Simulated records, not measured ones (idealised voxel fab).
Module name: voxel capacitor over wiring (process module)
Section shown: cut. Width: 215 nm. Cell size: 5 nm, square.
Just so we're on the same page, the cross-sections are grids of square cells, and they're listed out in bands top to bottom, each band one or more rows deep. Top, bottom (nm), then materials left to right with widths (nm); lone material tagged "everywhere" fills the whole band edge to edge; "blank" = empty space. A quick word on heights: they are counted from 0, and under that level the wafer as it came to us is one material throughout. The lowest band is different from the rest in having no bottom; it simply continues downward, written as in "0 and below". The expression "30..40" gives the width at the extremes of the band, the first number at its top row of cells and the second at its bottom row, with the width changing by equal amounts from each row to the next in between. "all unchanged" after a step means that no cell of the cross-section changed. "Closed internal cavities" specifies each empty space that is not open to the top and that occupies no fewer than 8 cells, using the form width x height at distance, the distance measured from the left edge and all three quantities in nm. Where a step's line continues beyond its settings, the continuation is a remark by the simulator itself on that step. "overlay nm", when on a step's line for a step with a mask, measures how far to the right of its planned place the mask lay; a negative measure means to the left.
### The planned process steps are enumerated hereunder
1. op RECEIVE | material Si
2. op CONFORMAL_DEP | material SiO2 | thk nm 15
3. op DIRECTIONAL_DEP | material TiN | thk nm 5
4. op DIRECTIONAL_DEP | material Ru | thk nm 25
5. op PATTERN | tone cover | mask id METAL_1 | material resist | width nm 20 | pitch nm 80 | thk nm 15 | overlay nm 0
6. op DIRECTIONAL_ETCH | etch materials Ru | depth nm 25
7. op DIRECTIONAL_ETCH | etch materials TiN | depth nm 5
8. op STRIP | etch materials resist
9. op FILL_DEP | material SiO2 | thk nm 5
10. op CMP | height nm 45
11. op CONFORMAL_DEP | material SiCN | thk nm 5
12. op DIRECTIONAL_DEP | material SiO2 | thk nm 10
13. op PATTERN | tone open | mask id PLUG_1 | material resist | width nm 15 | thk nm 15 | overlay nm 0
14. op DIRECTIONAL_ETCH | etch materials SiO2 | depth nm 10
15. op DIRECTIONAL_ETCH | etch materials SiCN | depth nm 5
16. op STRIP | etch materials resist
17. op EPI | material Ru | thk nm 10
18. op EPI | material Ru | thk nm 5
19. op DIRECTIONAL_DEP | material TiN | thk nm 10
20. op DIRECTIONAL_DEP | material Al2O3 | thk nm 5
21. op DIRECTIONAL_DEP | material TiN | thk nm 5
22. op DIRECTIONAL_DEP | material aC | thk nm 15
23. op PATTERN | tone cover | mask id UPPER_PLATE | material resist | width nm 65 | thk nm 30 | overlay nm 0
24. op DIRECTIONAL_ETCH | etch materials aC | depth nm 15
25. op STRIP | etch materials resist
26. op DIRECTIONAL_ETCH | etch materials TiN | depth nm 5
27. op DIRECTIONAL_ETCH | etch materials Al2O3 | depth nm 5
28. op STRIP | etch materials aC
29. op PATTERN | tone cover | mask id LOWER_PLATE | material resist | width nm 75 | thk nm 20 | overlay nm -15
30. op DIRECTIONAL_ETCH | etch materials TiN | depth nm 10
31. op STRIP | etch materials resist
32. op FILL_DEP | material SiO2 | thk nm 15
33. op CMP | height nm 90
34. op PATTERN | tone open | mask id PLUG_2 | material resist | width nm 15 | thk nm 15 | overlay nm 0
35. op DIRECTIONAL_ETCH | etch materials SiO2 | depth nm 10
36. op STRIP | etch materials resist
37. op CONFORMAL_DEP | material TiN | thk nm 5
38. op FILL_DEP | material W | thk nm 10
39. op CMP | height nm 90
40. op CONFORMAL_DEP | material SiCN | thk nm 5
Every wafer here starts from the same state; it is the step 29 overlay nm that distinguishes them, and the value the plan gives belongs to the first wafer.
### As-received state after step 1, first of several wafers, cross-section
	0 and below  Si everywhere
	Closed internal cavities: none
### The table below has one row for each wafer; a row shows, as of the end of the module, how many cells of each material the wafer has gained, marked (+), or lost, marked (-), since it was received, and then the wafer's closed voids
overlay nm -15 | +13 Al2O3 | +49 Ru | +83 SiCN | +613 SiO2 | +58 TiN | +1 W | Closed internal cavities: none
overlay nm -10 | +13 Al2O3 | +49 Ru | +83 SiCN | +614 SiO2 | +57 TiN | +1 W | Closed internal cavities: none
overlay nm -5 | +13 Al2O3 | +49 Ru | +83 SiCN | +615 SiO2 | +56 TiN | +1 W | Closed internal cavities: none
overlay nm 0 | +13 Al2O3 | +49 Ru | +83 SiCN | +615 SiO2 | +56 TiN | +1 W | Closed internal cavities: none
overlay nm 5 | +13 Al2O3 | +49 Ru | +83 SiCN | +615 SiO2 | +56 TiN | +1 W | Closed internal cavities: none
overlay nm 10 | +13 Al2O3 | +49 Ru | +83 SiCN | +614 SiO2 | +57 TiN | +1 W | Closed internal cavities: none
overlay nm 15 | +13 Al2O3 | +49 Ru | +83 SiCN | +613 SiO2 | +58 TiN | +1 W | Closed internal cavities: none
